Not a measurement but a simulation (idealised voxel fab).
Process module in this document: voxel self aligned vias
Xsec cut, 260 nm wide, square cell size 5 nm.
Cross-sections here: square-cell grids, written as top-down lists of bands, a band being one or more rows of cells.
Heads up on the band format: heights come first, top then bottom, in nm. After that it's the materials left to right, each with its width in nm. A single material flagged "all across" fills the whole band edge to edge, and "air" means there's empty space there.
Heads up on the height convention: 0 is the point under which the incoming wafer is all one material, and the lowest band has no bottom, it just keeps going down, like "0..down".
When a width is written as two numbers, as in "30->40", the first number is the width in the top row of cells of the band and the second is the width in its bottom row, and the width changes by the same amount from each row to the next.
Basically "no modification" means that step didn't change any cell in the cross-section.
Listed in "Voids lacking openings": every empty space of 8 or more cells without an open way to the top. Form: width x height at distance, the distance being from the left edge, all in nm.
It should be noted that, on the line of a given step, the content following the step's settings is a remark produced by the simulator itself with respect to that step.
overlay nm: how far to the right of its planned place the mask lay on this masked step (negative: to the left).

**Below is the list of planned process steps**
1: RECEIVE,material Si
2: CONFORMAL_DEP,material SiO2,thk nm 10
3: CONFORMAL_DEP,material SiCN,thk nm 5
4: DIRECTIONAL_DEP,material lowk,thk nm 20
5: DIRECTIONAL_DEP,material aC,thk nm 15
6: PATTERN,tone open,mask id LINES,material resist,width nm 25,pitch nm 75,thk nm 35,overlay nm 0
7: DIRECTIONAL_ETCH,etch materials aC,depth nm 15
8: STRIP,etch materials resist
9: DIRECTIONAL_ETCH,etch materials lowk,depth nm 20
10: STRIP,etch materials aC
11: CONFORMAL_DEP,material TiN,thk nm 5
12: FILL_DEP,material W,thk nm 10
13: CMP,height nm 35
14: SELECTIVE_ETCH,etch materials W Ru TiN,depth nm 5
15: FILL_DEP,material SiN,thk nm 10
16: CMP,height nm 35
17: DIRECTIONAL_DEP,material lowk,thk nm 15
18: MASKED_ETCH,tone open,mask id VIAS,width nm 45,etch materials lowk,depth nm 15,overlay nm 0
19: MASKED_ETCH,tone open,mask id VIAS,width nm 45,etch materials SiN,depth nm 5,overlay nm 0
20: CONFORMAL_DEP,material TiN,thk nm 5
21: FILL_DEP,material Cu,thk nm 5
22: CMP,height nm 50
23: CONFORMAL_DEP,material SiN,thk nm 5

**Account of the first of two wafers, which was processed as intended**

**Received-state cross-section, reflecting completion of step 1**
0..down | Si all across
Voids lacking openings: none

**after step 2**
10..0 | SiO2 all across
All layers under 0 are left as they were.

**after step 3**
15..10 | SiCN all across
All layers under 10 are left as they were.

**after step 4**
35..15 | lowk all across
All layers under 15 are left as they were.

**after step 5**
50..35 | aC all across
All layers under 35 are left as they were.

**after step 6**
85..50 | resist (80), air (25), resist (50), air (25), resist (80)
All layers under 50 are left as they were.

**after step 7**
70..50 | resist (80), air (25), resist (50), air (25), resist (80)
50..35 | aC (80), air (25), aC (50), air (25), aC (80)
All layers under 35 are left as they were.

**after step 8**
50..35 | aC (80), air (25), aC (50), air (25), aC (80)
All layers under 35 are left as they were.

**after step 9**
50..35 | aC (80), air (25), aC (50), air (25), aC (80)
35..15 | lowk (80), air (25), lowk (50), air (25), lowk (80)
All layers under 15 are left as they were.

**after step 10**
35..15 | lowk (80), air (25), lowk (50), air (25), lowk (80)
All layers under 15 are left as they were.

**after step 11**
40..35 | TiN (85), air (15), TiN (60), air (15), TiN (85)
35..20 | lowk (80), TiN (5), air (15), TiN (5), lowk (50), TiN (5), air (15), TiN (5), lowk (80)
20..15 | lowk (80), TiN (25), lowk (50), TiN (25), lowk (80)
All layers under 15 are left as they were.

**after step 12**
50..40 | W all across
40..35 | TiN (85), W (15), TiN (60), W (15), TiN (85)
35..20 | lowk (80), TiN (5), W (15), TiN (5), lowk (50), TiN (5), W (15), TiN (5), lowk (80)
All layers under 20 are left as they were.

**after step 13**
35..20 | lowk (80), TiN (5), W (15), TiN (5), lowk (50), TiN (5), W (15), TiN (5), lowk (80)
All layers under 20 are left as they were.

**after step 14**
35..30 | lowk (80), air (25), lowk (50), air (25), lowk (80)
All layers under 30 are left as they were.

**after step 15**
45..35 | SiN all across
35..30 | lowk (80), SiN (25), lowk (50), SiN (25), lowk (80)
All layers under 30 are left as they were.

**after step 16**
35..30 | lowk (80), SiN (25), lowk (50), SiN (25), lowk (80)
All layers under 30 are left as they were.

**after step 17**
50..35 | lowk all across
All layers under 35 are left as they were.

**after step 18**
50..35 | lowk (70), air (45), lowk (145)
All layers under 35 are left as they were.

**after step 19**
50..35 | lowk (70), air (45), lowk (145)
35..30 | lowk (80), air (25), lowk (50), SiN (25), lowk (80)
All layers under 30 are left as they were.

**after step 20**
55..50 | TiN (75), air (35), TiN (150)
50..40 | lowk (70), TiN (5), air (35), TiN (5), lowk (145)
40..35 | lowk (70), TiN (15), air (15), TiN (15), lowk (145)
35..30 | lowk (80), TiN (25), lowk (50), SiN (25), lowk (80)
All layers under 30 are left as they were.

**after step 21**
60..55 | Cu all across
55..50 | TiN (75), Cu (35), TiN (150)
50..40 | lowk (70), TiN (5), Cu (35), TiN (5), lowk (145)
40..35 | lowk (70), TiN (15), Cu (15), TiN (15), lowk (145)
All layers under 35 are left as they were.

**after step 22**
50..40 | lowk (70), TiN (5), Cu (35), TiN (5), lowk (145)
All layers under 40 are left as they were.

**after step 23**
55..50 | SiN all across
All layers under 50 are left as they were.

**Okay, second wafer. Nothing different at the start, nothing different in the plan, just one mistake somewhere in the running. As far as step 17, counting that step, it's the first wafer all over again**

**Cross-sectional view of the second wafer at the intended end time of process step 18**
50..35 | lowk (60), air (45), lowk (155)
All layers under 35 are left as they were.

**Cross-sectional view of the second wafer at the intended end time of process step 19**
50..35 | lowk (60), air (45), lowk (155)
35..30 | lowk (80), air (25), lowk (50), SiN (25), lowk (80)
All layers under 30 are left as they were.

**Cross-sectional view of the second wafer at the intended end time of process step 20**
55..50 | TiN (65), air (35), TiN (160)
50..40 | lowk (60), TiN (5), air (35), TiN (5), lowk (155)
40..35 | lowk (60), TiN (25), air (15), TiN (5), lowk (155)
35..30 | lowk (80), TiN (25), lowk (50), SiN (25), lowk (80)
All layers under 30 are left as they were.

**Cross-sectional view of the second wafer at the intended end time of process step 21**
60..55 | Cu all across
55..50 | TiN (65), Cu (35), TiN (160)
50..40 | lowk (60), TiN (5), Cu (35), TiN (5), lowk (155)
40..35 | lowk (60), TiN (25), Cu (15), TiN (5), lowk (155)
All layers under 35 are left as they were.

**Cross-sectional view of the second wafer at the intended end time of process step 22**
50..40 | lowk (60), TiN (5), Cu (35), TiN (5), lowk (155)
All layers under 40 are left as they were.

**Cross-sectional view of the second wafer at the intended end time of process step 23**
55..50 | SiN all across
All layers under 50 are left as they were.
In executing the process, a mistake was made relative to the plan: contrary to plan, step 18 was performed as MASKED_ETCH,tone open,mask id VIAS,width nm 45,etch materials lowk,depth nm 15,overlay nm -10
At the end, each material covers as many cells on the second wafer as it does on the first, though the cells it covers are elsewhere.
